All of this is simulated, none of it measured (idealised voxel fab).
Process module heading - voxel gate over fins
For reference, the cross-section in this document is cut, with width 220 nm and square cells of 5 nm.
Format of a cross-section: grid, square cells. Given as bands. Order: top down. Band: one or more rows of cells. For a band, the entry starts with two heights in nm, that of the top and then that of the bottom, and carries on with the band's materials in order from left to right, each alongside its width in nm; the word "everywhere" beside a single material means it fills the band edge to edge, and "air" means empty space. Heights are reckoned from 0. Under this level, the received wafer is all of one material. The bottommost band is open-ended downward, for example "0 down". You'd read "30 to 40" like this: the band's top row of cells is as wide as the first number, its bottom row is as wide as the second, and going down, every row changes width by the same amount as the row before did. Where the words "nothing changed" appear for a step, the cross-section shows no cell changed by that step; every cell remained as before. Look at "Voids, enclosed" for the closed voids: empty spaces with no open path to the top, sized 8 cells or up. Each is width x height at distance, distance from the left edge, all nm. Heads up: the bit after the settings on a step's line is the simulator's remark on that step. You can add "overlay nm" to a step's line. For a step with a mask, it describes how far the mask lay to the right of its planned position, and a negative number describes a lay to the left.
-- The process steps that were planned are listed below
- 1: RECEIVE | material Si
- 2: CONFORMAL_DEP | material SiN | thk nm 5
- 3: DIRECTIONAL_DEP | material aC | thk nm 15
- 4: PATTERN | tone cover | mask id FINS | material resist | width nm 15 | pitch nm 45 | thk nm 30 | overlay nm 0
- 5: DIRECTIONAL_ETCH | etch materials aC | depth nm 15
- 6: STRIP | etch materials resist
- 7: DIRECTIONAL_ETCH | etch materials SiN | depth nm 5
- 8: DIRECTIONAL_ETCH | etch materials Si | depth nm 40
- 9: STRIP | etch materials aC
- 10: OXIDIZE | depth nm 5
- 11: FILL_DEP | material SiO2 | thk nm 10
- 12: CMP | height nm 5
- 13: SELECTIVE_ETCH | etch materials SiO2 | depth nm 20
- 14: STRIP | etch materials SiN
- 15: CONFORMAL_DEP | material HfO2 | thk nm 5
- 16: CONFORMAL_DEP | material TiN | thk nm 5
- 17: FILL_DEP | material W | thk nm 15
- 18: CMP | height nm 20
- 19: CONFORMAL_DEP | material SiCN | thk nm 5
-- Cross-section, incoming material, after step 1
    0 down: Si everywhere
    Voids, enclosed: none
-- The plan above was carried out on the starting structure above with one mistake, and this cross-section shows the wafer at the end of the module
    15 to 10: SiCN everywhere
    10 to 5: 50 W  25 TiN  20 W  25 TiN  20 W  25 TiN  55 W
    5 to 0: 50 W  5 TiN  15 HfO2  5 TiN  20 W  5 TiN  15 HfO2  5 TiN  20 W  5 TiN  15 HfO2  5 TiN  55 W
    0 to -5: 50 W  5 TiN  5 HfO2  5 Si  5 HfO2  5 TiN  20 W  5 TiN  5 HfO2  5 Si  5 HfO2  5 TiN  20 W  5 TiN  5 HfO2  5 Si  5 HfO2  5 TiN  55 W
    -5 to -10: 55 TiN  5 HfO2  5 Si  5 HfO2  30 TiN  5 HfO2  5 Si  5 HfO2  30 TiN  5 HfO2  5 Si  5 HfO2  60 TiN
    -10 to -15: 60 HfO2  5 Si  40 HfO2  5 Si  40 HfO2  5 Si  65 HfO2
    -15 to -45: 60 SiO2  5 Si  40 SiO2  5 Si  40 SiO2  5 Si  65 SiO2
    -45 down: Si everywhere
    Voids, enclosed: none
Finding, execution versus plan: note that step 18 departed from the planned setting and was carried out as CMP | height nm 10
